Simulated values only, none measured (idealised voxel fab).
process module | voxel capacitor over wiring
Pictured: cross-section cut, 265 nm wide, on a grid of 5 nm square cells.
Throughout this document, each cross-section is represented as a grid of square cells and is presented as a sequence of bands enumerated from the top downward, where a band comprises one or more rows of cells. Top, bottom (nm), then materials left to right with widths (nm); lone material tagged "everywhere" fills the whole band edge to edge; "empty" = empty space. Heights are measured from 0, the level below which the as-received wafer is all one material; the lowest band has no bottom and continues downward, written as in "0 down". With a width like "30->40", each row of cells in the band differs from the next by the same amount, the top row carrying the first number and the bottom row the second. It should be understood that the words "no modification", when stated for a given step, signify that the cross-section underwent no change in any of its cells during that step. Voids not open to the top, 8 cells minimum: see "Enclosed voids". Written width x height at distance; distance is from the left edge; nm. What comes after the settings on a step's line is commentary from the simulator itself on that step. "overlay nm" on a masked step: distance the mask lay right of its planned place, negative for left.

[Steps in the process plan]
1: RECEIVE: material Si
2: CONFORMAL_DEP: material SiO2, thk nm 5
3: CONFORMAL_DEP: material SiN, thk nm 5
4: DIRECTIONAL_DEP: material lowk, thk nm 25
5: PATTERN: tone open, mask id METAL_1, material resist, width nm 30, pitch nm 85, thk nm 15, overlay nm 0
6: DIRECTIONAL_ETCH: etch materials lowk, depth nm 25
7: DIRECTIONAL_ETCH: etch materials SiN, depth nm 5
8: STRIP: etch materials resist
9: CONFORMAL_DEP: material TiN, thk nm 5
10: FILL_DEP: material W, thk nm 10
11: CMP: height nm 45
12: EPI: material Ru, thk nm 5
13: FILL_DEP: material SiCN, thk nm 5
14: DIRECTIONAL_DEP: material lowk, thk nm 20
15: MASKED_ETCH: tone open, mask id PLUG_1, width nm 15, etch materials lowk, depth nm 20, overlay nm 0
16: MASKED_ETCH: tone open, mask id PLUG_1, width nm 15, etch materials SiCN, depth nm 5, overlay nm 0
17: CONFORMAL_DEP: material TiN, thk nm 5
18: FILL_DEP: material Cu, thk nm 5
19: CMP: height nm 75
20: DIRECTIONAL_DEP: material TiN, thk nm 10
21: DIRECTIONAL_DEP: material HfO2, thk nm 5
22: DIRECTIONAL_DEP: material TiN, thk nm 5
23: DIRECTIONAL_DEP: material aC, thk nm 15
24: PATTERN: tone cover, mask id UPPER_PLATE, material resist, width nm 60, thk nm 35, overlay nm 0
25: DIRECTIONAL_ETCH: etch materials aC, depth nm 15
26: STRIP: etch materials resist
27: DIRECTIONAL_ETCH: etch materials TiN, depth nm 5
28: DIRECTIONAL_ETCH: etch materials HfO2, depth nm 5
29: STRIP: etch materials aC
30: MASKED_ETCH: tone cover, mask id LOWER_PLATE, width nm 70, etch materials TiN, depth nm 10, overlay nm 0
31: FILL_DEP: material SiO2, thk nm 15
32: CMP: height nm 105
33: PATTERN: tone open, mask id PLUG_2, material resist, width nm 15, thk nm 15, overlay nm 0
34: DIRECTIONAL_ETCH: etch materials SiO2, depth nm 10
35: STRIP: etch materials resist
36: CONFORMAL_DEP: material TiN, thk nm 5
37: FILL_DEP: material Ru, thk nm 5
38: CMP: height nm 105
39: CONFORMAL_DEP: material SiCN, thk nm 5
Be aware that, although all wafers share a common starting state, the thk nm at step 2 differs among them, and the plan displays the first wafer's value.

[Cross-section of the first of several wafers as received (after step 1)]
* 0 down = Si everywhere
* Enclosed voids: none

[Module finished, last step 39 done: cross-section of the first of several wafers]
* 110 to 105 = SiCN everywhere
* 105 to 100 = 100 SiO2, 5 TiN, 5 Ru, 5 TiN, 150 SiO2
* 100 to 90 = 100->90 SiO2, 15->60 TiN, 150->115 SiO2
* 90 to 85 = 90 SiO2, 60 HfO2, 115 SiO2
* 85 to 75 = 85 SiO2, 70 TiN, 110 SiO2
* 75 to 55 = 90 lowk, 5 TiN, 5 Cu, 5 TiN, 160 lowk
* 55 to 50 = 90 SiCN, 15 TiN, 160 SiCN
* 50 to 45 = Ru everywhere
* 45 to 40 = W everywhere
* 40 to 35 = 80 TiN, 20 W, 65 TiN, 20 W, 80 TiN
* 35 to 10 = 75 lowk, 5 TiN, 20 W, 5 TiN, 55 lowk, 5 TiN, 20 W, 5 TiN, 75 lowk
* 10 to 5 = 75 SiN, 30 TiN, 55 SiN, 30 TiN, 75 SiN
* 5 to 0 = SiO2 everywhere
* 0 down = Si everywhere
* Enclosed voids: none

[Last-wafer cross-section at the end of the module]
* 110 to 105 = SiCN everywhere
* 105 to 100 = 100 SiO2, 5 TiN, 5 Ru, 5 TiN, 150 SiO2
* 100 to 90 = 100->90 SiO2, 15->60 TiN, 150->115 SiO2
* 90 to 85 = 90 SiO2, 60 HfO2, 115 SiO2
* 85 to 75 = 85 SiO2, 70 TiN, 110 SiO2
* 75 to 55 = 90 lowk, 5 TiN, 5 Cu, 5 TiN, 160 lowk
* 55 to 50 = 90 SiCN, 15 TiN, 160 SiCN
* 50 to 45 = 70 SiCN, 40 Ru, 45 SiCN, 40 Ru, 70 SiCN
* 45 to 35 = 75 lowk, 5 TiN, 20 W, 5 TiN, 55 lowk, 5 TiN, 20 W, 5 TiN, 75 lowk
* 35 to 30 = 75 SiN, 30 TiN, 55 SiN, 30 TiN, 75 SiN
* 30 to 0 = SiO2 everywhere
* 0 down = Si everywhere
* Enclosed voids: none

[Per wafer (row), end of module: delta in cells per material since receipt, (+) for gained, (-) for lost; closed voids after that]
thk nm 5 | +4 Cu | +12 HfO2 | +54 Ru | +103 SiCN | +41 SiN | +313 SiO2 | +133 TiN | +101 W | +405 lowk | Enclosed voids: none
thk nm 10 | +4 Cu | +12 HfO2 | +54 Ru | +103 SiCN | +41 SiN | +366 SiO2 | +133 TiN | +48 W | +405 lowk | Enclosed voids: none
thk nm 15 | +4 Cu | +12 HfO2 | +17 Ru | +140 SiCN | +41 SiN | +419 SiO2 | +88 TiN | +40 W | +405 lowk | Enclosed voids: none
thk nm 20 | +4 Cu | +12 HfO2 | +17 Ru | +140 SiCN | +41 SiN | +472 SiO2 | +84 TiN | +32 W | +364 lowk | Enclosed voids: none
thk nm 25 | +4 Cu | +12 HfO2 | +17 Ru | +140 SiCN | +41 SiN | +525 SiO2 | +80 TiN | +24 W | +323 lowk | Enclosed voids: none
thk nm 30 | +4 Cu | +12 HfO2 | +17 Ru | +140 SiCN | +41 SiN | +578 SiO2 | +76 TiN | +16 W | +282 lowk | Enclosed voids: none
